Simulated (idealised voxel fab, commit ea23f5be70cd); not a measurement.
process module | voxel gate over fins
cross-section cut | 250 nm wide | cells 5 nm
A cross-section is a grid of square cells, given in bands from the top down. A band is one or more rows of cells.
Each band's line starts with the height of the band's top and of its bottom, in nm. Then come its materials from left to right, each with its width in nm. One material with "throughout" fills the band from edge to edge. "air" is empty space.
Height 0 is the level under which the wafer as received is all one material. The lowest band goes on downwards, as in "0 down".
A width such as "30 to 40" changes by the same amount from each row of cells to the next, from the band's top row to its bottom row.
"no change" after a step means that no cell of the cross-section changed.
closed voids: empty space of 8 cells or more with no open way to the top, each as width x height at its distance from the left edge, in nm
after a step's settings: what the simulator itself notes on the step
overlay nm, on a step with a mask: how far to the right of its planned place the mask lay; to the left if negative
plan
1 op RECEIVE | material Si
2 op CONFORMAL_DEP | material SiN | thk nm 10
3 op PATTERN | tone cover | mask id FINS | material resist | width nm 15 | pitch nm 50 | thk nm 20 | overlay nm 0
4 op DIRECTIONAL_ETCH | etch materials SiN | depth nm 10
5 op DIRECTIONAL_ETCH | etch materials Si | depth nm 30
6 op STRIP | etch materials resist
7 op FILL_DEP | material SiO2 | thk nm 5
8 op CMP | height nm 10
9 op MASKED_ETCH | tone open | mask id RAIL | width nm 15 | etch materials SiO2 | depth nm 35 | overlay nm 0
10 op CONFORMAL_DEP | material TiN | thk nm 5
11 op FILL_DEP | material W | thk nm 10
12 op CMP | height nm 10
13 op SELECTIVE_ETCH | etch materials W Ru TiN | depth nm 30
14 op FILL_DEP | material SiO2 | thk nm 5
15 op CMP | height nm 10
16 op SELECTIVE_ETCH | etch materials SiO2 | depth nm 25
17 op STRIP | etch materials SiN
18 op CONFORMAL_DEP | material HfO2 | thk nm 5
19 op CONFORMAL_DEP | material TiN | thk nm 5
20 op CONFORMAL_DEP | material TiAl | thk nm 5
21 op CONFORMAL_DEP | material TiN | thk nm 5
22 op FILL_DEP | material W | thk nm 15
23 op CMP | height nm 30
24 op CONFORMAL_DEP | material SiCN | thk nm 5
as received, after step 1
  0 down: Si throughout
  closed voids: none
first wafer at the end, as planned
  35 to 30: SiCN throughout
  30 to 20: W throughout
  20 to 15: W 45 | TiN 155 | W 50
  15 to 10: W 45 | TiN 5 | TiAl 45 | TiN 5 | TiAl 45 | TiN 5 | TiAl 45 | TiN 5 | W 50
  10 to 5: W 45 | TiN 5 | TiAl 5 | TiN 35 | TiAl 5 | TiN 5 | TiAl 5 | TiN 35 | TiAl 5 | TiN 5 | TiAl 5 | TiN 35 | TiAl 5 | TiN 5 | W 50
  5 to 0: TiN 50 | TiAl 5 | TiN 5 | HfO2 25 | TiN 5 | TiAl 5 | TiN 5 | TiAl 5 | TiN 5 | HfO2 25 | TiN 5 | TiAl 5 | TiN 5 | TiAl 5 | TiN 5 | HfO2 25 | TiN 5 | TiAl 5 | TiN 55
  0 to -5: TiAl 55 | TiN 5 | HfO2 5 | Si 15 | HfO2 5 | TiN 5 | TiAl 15 | TiN 5 | HfO2 5 | Si 15 | HfO2 5 | TiN 5 | TiAl 15 | TiN 5 | HfO2 5 | Si 15 | HfO2 5 | TiN 5 | TiAl 60
  -5 to -10: TiN 60 | HfO2 5 | Si 15 | HfO2 5 | TiN 25 | HfO2 5 | Si 15 | HfO2 5 | TiN 25 | HfO2 5 | Si 15 | HfO2 5 | TiN 65
  -10 to -15: HfO2 65 | Si 15 | HfO2 35 | Si 15 | HfO2 35 | Si 15 | HfO2 70
  -15 to -20: SiO2 65 | Si 15 | SiO2 35 | Si 15 | SiO2 35 | Si 15 | SiO2 70
  -20 to -25: SiO2 65 | Si 15 | SiO2 10 | TiN 15 | SiO2 10 | Si 15 | SiO2 35 | Si 15 | SiO2 70
  -25 to -30: SiO2 65 | Si 15 | SiO2 35 | Si 15 | SiO2 35 | Si 15 | SiO2 70
  -30 down: Si throughout
  closed voids: none
second wafer at the end: like start, like plan, one mistake
  35 to 30: SiCN throughout
  30 to 20: W throughout
  20 to 15: W 45 | TiN 155 | W 50
  15 to 10: W 45 | TiN 5 | TiAl 45 | TiN 5 | TiAl 45 | TiN 5 | TiAl 45 | TiN 5 | W 50
  10 to 5: W 45 | TiN 5 | TiAl 5 | TiN 35 | TiAl 5 | TiN 5 | TiAl 5 | TiN 35 | TiAl 5 | TiN 5 | TiAl 5 | TiN 35 | TiAl 5 | TiN 5 | W 50
  5 to 0: TiN 50 | TiAl 5 | TiN 5 | HfO2 25 | TiN 5 | TiAl 5 | TiN 5 | TiAl 5 | TiN 5 | HfO2 25 | TiN 5 | TiAl 5 | TiN 5 | TiAl 5 | TiN 5 | HfO2 25 | TiN 5 | TiAl 5 | TiN 55
  0 to -5: TiAl 55 | TiN 5 | HfO2 5 | Si 15 | HfO2 5 | TiN 5 | TiAl 15 | TiN 5 | HfO2 5 | Si 15 | HfO2 5 | TiN 5 | TiAl 15 | TiN 5 | HfO2 5 | Si 15 | HfO2 5 | TiN 5 | TiAl 60
  -5 to -10: TiN 60 | HfO2 5 | Si 15 | HfO2 5 | TiN 25 | HfO2 5 | Si 15 | HfO2 5 | TiN 25 | HfO2 5 | Si 15 | HfO2 5 | TiN 65
  -10 to -15: HfO2 65 | Si 15 | HfO2 35 | Si 15 | HfO2 35 | Si 15 | HfO2 70
  -15 to -20: SiO2 65 | Si 15 | SiO2 35 | Si 15 | SiO2 35 | Si 15 | SiO2 70
  -20 to -25: SiO2 65 | Si 15 | SiO2 10 | TiN 15 | SiO2 10 | Si 15 | SiO2 35 | Si 15 | SiO2 70
  -25 to -60: SiO2 65 | Si 15 | SiO2 35 | Si 15 | SiO2 35 | Si 15 | SiO2 70
  -60 down: Si throughout
  closed voids: none
what went wrong: step 5 was run twice
at the end the second wafer has, in cells: 246 fewer of Si | 246 more of SiO2
